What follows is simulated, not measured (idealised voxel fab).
voxel wiring stack: a process module
Pictured: cross-section cut, 245 nm wide, on a grid of 5 nm square cells.
Think of the cross-section as a grid of square cells. We describe it in bands, top to bottom, and each band covers one or more rows of those cells.
This entry defines a band. It first specifies the height of the band's top and the height of its bottom in nm, and then specifies the band's materials from left to right, stating each material with its width in nm. The word "full width" identifies a single material that fills the band from edge to edge, while the word "empty" identifies empty space.
All heights in this document are referenced to 0, defined as the level beneath which the wafer, as received, consists entirely of one material. The lowest band is not bounded below; it extends indefinitely downward and is written in the form "0 nm and below".
A width such as "30..40" changes by the same amount from each row of cells to the next, from the band's top row to its bottom row.
Where a step carries "left unchanged", the cross-section came out of it unchanged, cell for cell.
"Internal closed voids" specifies each empty space that is not open to the top and that occupies no fewer than 8 cells, using the form width x height at distance, the distance measured from the left edge and all three quantities in nm.
Heads up: the bit after the settings on a step's line is the simulator's remark on that step.
"overlay nm" denotes, for a step that has a mask, the displacement of the mask to the right of its planned place, with negative values corresponding to the left.
[Below is the list of planned process steps]
1,RECEIVE with material Si
2,CONFORMAL_DEP with material SiO2, thk nm 10
3,CONFORMAL_DEP with material SiN, thk nm 5
4,DIRECTIONAL_DEP with material SiO2, thk nm 20
5,DIRECTIONAL_DEP with material aC, thk nm 10
6,PATTERN with tone open, mask id METAL_1, material resist, width nm 30, pitch nm 55, thk nm 25, overlay nm 0
7,DIRECTIONAL_ETCH with etch materials aC, depth nm 10
8,STRIP with etch materials resist
9,DIRECTIONAL_ETCH with etch materials SiO2, depth nm 20
10,DIRECTIONAL_ETCH with etch materials SiN, depth nm 5
11,STRIP with etch materials aC
12,CONFORMAL_DEP with material TiN, thk nm 5
13,FILL_DEP with material Ru, thk nm 5
14,CMP with height nm 35
15,CONFORMAL_DEP with material SiCN, thk nm 5
16,DIRECTIONAL_DEP with material SiO2, thk nm 10
17,PATTERN with tone open, mask id PLUG_1, material resist, width nm 15, pitch nm 55, thk nm 15, overlay nm 0
18,DIRECTIONAL_ETCH with etch materials SiO2, depth nm 10
19,DIRECTIONAL_ETCH with etch materials SiCN, depth nm 5
20,STRIP with etch materials resist
21,EPI with material Ru, thk nm 10
22,EPI with material Ru, thk nm 5
23,DIRECTIONAL_DEP with material TiN, thk nm 5
24,DIRECTIONAL_DEP with material W, thk nm 25
25,MASKED_ETCH with tone cover, mask id METAL_2, width nm 30, pitch nm 55, etch materials W, depth nm 25, overlay nm 0
26,MASKED_ETCH with tone cover, mask id METAL_2, width nm 30, pitch nm 55, etch materials TiN, depth nm 5, overlay nm 0
27,CONFORMAL_DEP with material SiN, thk nm 5
28,FILL_DEP with material lowk, thk nm 5
29,CMP with height nm 80
30,CONFORMAL_DEP with material SiCN, thk nm 5
31,DIRECTIONAL_DEP with material SiO2, thk nm 10
32,MASKED_ETCH with tone open, mask id PLUG_2, width nm 15, pitch nm 55, etch materials SiO2, depth nm 10, overlay nm 0
33,MASKED_ETCH with tone open, mask id PLUG_2, width nm 15, pitch nm 55, etch materials SiCN, depth nm 5, overlay nm 0
34,EPI with material Ru, thk nm 10
35,EPI with material Ru, thk nm 5
36,CONFORMAL_DEP with material SiCN, thk nm 5
37,DIRECTIONAL_DEP with material lowk, thk nm 25
38,MASKED_ETCH with tone open, mask id METAL_3, width nm 30, pitch nm 55, etch materials lowk, depth nm 25, overlay nm 0
39,MASKED_ETCH with tone open, mask id METAL_3, width nm 30, pitch nm 55, etch materials SiCN, depth nm 5, overlay nm 0
40,CONFORMAL_DEP with material TiN, thk nm 5
41,FILL_DEP with material W, thk nm 10
42,CMP with height nm 125
43,CONFORMAL_DEP with material SiCN, thk nm 5
[Cross-sectional view of the wafer in its as-received condition, corresponding to the state after step 1]
* 0 nm and below | Si full width
* Internal closed voids: none
[Here's the cross-section of the first of our two wafers at the end of the module - it ran as planned]
* 130 nm to 125 nm | SiCN full width
* 125 nm to 100 nm | 80 of lowk / 5 of TiN / 20 of W / 5 of TiN / 25 of lowk / 5 of TiN / 20 of W / 5 of TiN / 80 of lowk
* 100 nm to 95 nm | 80 of SiCN / 30 of TiN / 25 of SiCN / 30 of TiN / 80 of SiCN
* 95 nm to 85 nm | 80 of SiO2 / 15 of Ru / 40 of SiO2 / 15 of Ru / 95 of SiO2
* 85 nm to 80 nm | 80 of SiCN / 15 of Ru / 40 of SiCN / 15 of Ru / 95 of SiCN
* 80 nm to 55 nm | 75 of lowk / 5 of SiN / 30 of W / 5 of SiN / 15 of lowk / 5 of SiN / 30 of W / 5 of SiN / 75 of lowk
* 55 nm to 50 nm | 80 of SiN / 30 of TiN / 25 of SiN / 30 of TiN / 80 of SiN
* 50 nm to 40 nm | 80 of SiO2 / 15 of Ru / 40 of SiO2 / 15 of Ru / 95 of SiO2
* 40 nm to 35 nm | 80 of SiCN / 15 of Ru / 40 of SiCN / 15 of Ru / 95 of SiCN
* 35 nm to 15 nm | 80 of SiO2 / 5 of TiN / 20 of Ru / 5 of TiN / 25 of SiO2 / 5 of TiN / 20 of Ru / 5 of TiN / 80 of SiO2
* 15 nm to 10 nm | 80 of SiN / 30 of TiN / 25 of SiN / 30 of TiN / 80 of SiN
* 10 nm to 0 nm | SiO2 full width
* 0 nm and below | Si full width
* Internal closed voids: none
[The second wafer, shown in cross-section after the module: started the same way as the first and given the same plan, yet one mistake crept into how it was run]
* 130 nm to 125 nm | SiCN full width
* 125 nm to 100 nm | 80 of lowk / 5 of TiN / 20 of W / 5 of TiN / 25 of lowk / 5 of TiN / 20 of W / 5 of TiN / 80 of lowk
* 100 nm to 95 nm | 80 of SiCN / 30 of TiN / 25 of SiCN / 30 of TiN / 80 of SiCN
* 95 nm to 85 nm | 80 of SiO2 / 15 of Ru / 40 of SiO2 / 15 of Ru / 95 of SiO2
* 85 nm to 80 nm | 80 of SiCN / 15 of Ru / 40 of SiCN / 15 of Ru / 95 of SiCN
* 80 nm to 55 nm | 75 of lowk / 5 of SiN / 30 of W / 5 of SiN / 15 of lowk / 5 of SiN / 30 of W / 5 of SiN / 75 of lowk
* 55 nm to 50 nm | 80 of SiN / 30 of TiN / 25 of SiN / 30 of TiN / 80 of SiN
* 50 nm to 40 nm | 80 of SiO2 / 15 of Ru / 40 of SiO2 / 15 of Ru / 95 of SiO2
* 40 nm to 35 nm | 80 of SiCN / 15 of Ru / 40 of SiCN / 15 of Ru / 95 of SiCN
* 35 nm to 30 nm | 80 of SiN / 30 of TiN / 25 of SiN / 30 of TiN / 80 of SiN
* 30 nm to 10 nm | SiN full width
* 10 nm to 0 nm | SiO2 full width
* 0 nm and below | Si full width
* Internal closed voids: none
Processing error: step 4 did not use the planned setting and instead ran as DIRECTIONAL_DEP with material SiN, thk nm 20
Heads up, by the end the second wafer has more or fewer cells of some materials compared to the first: -32 Ru | +196 SiN | -148 SiO2 | -16 TiN
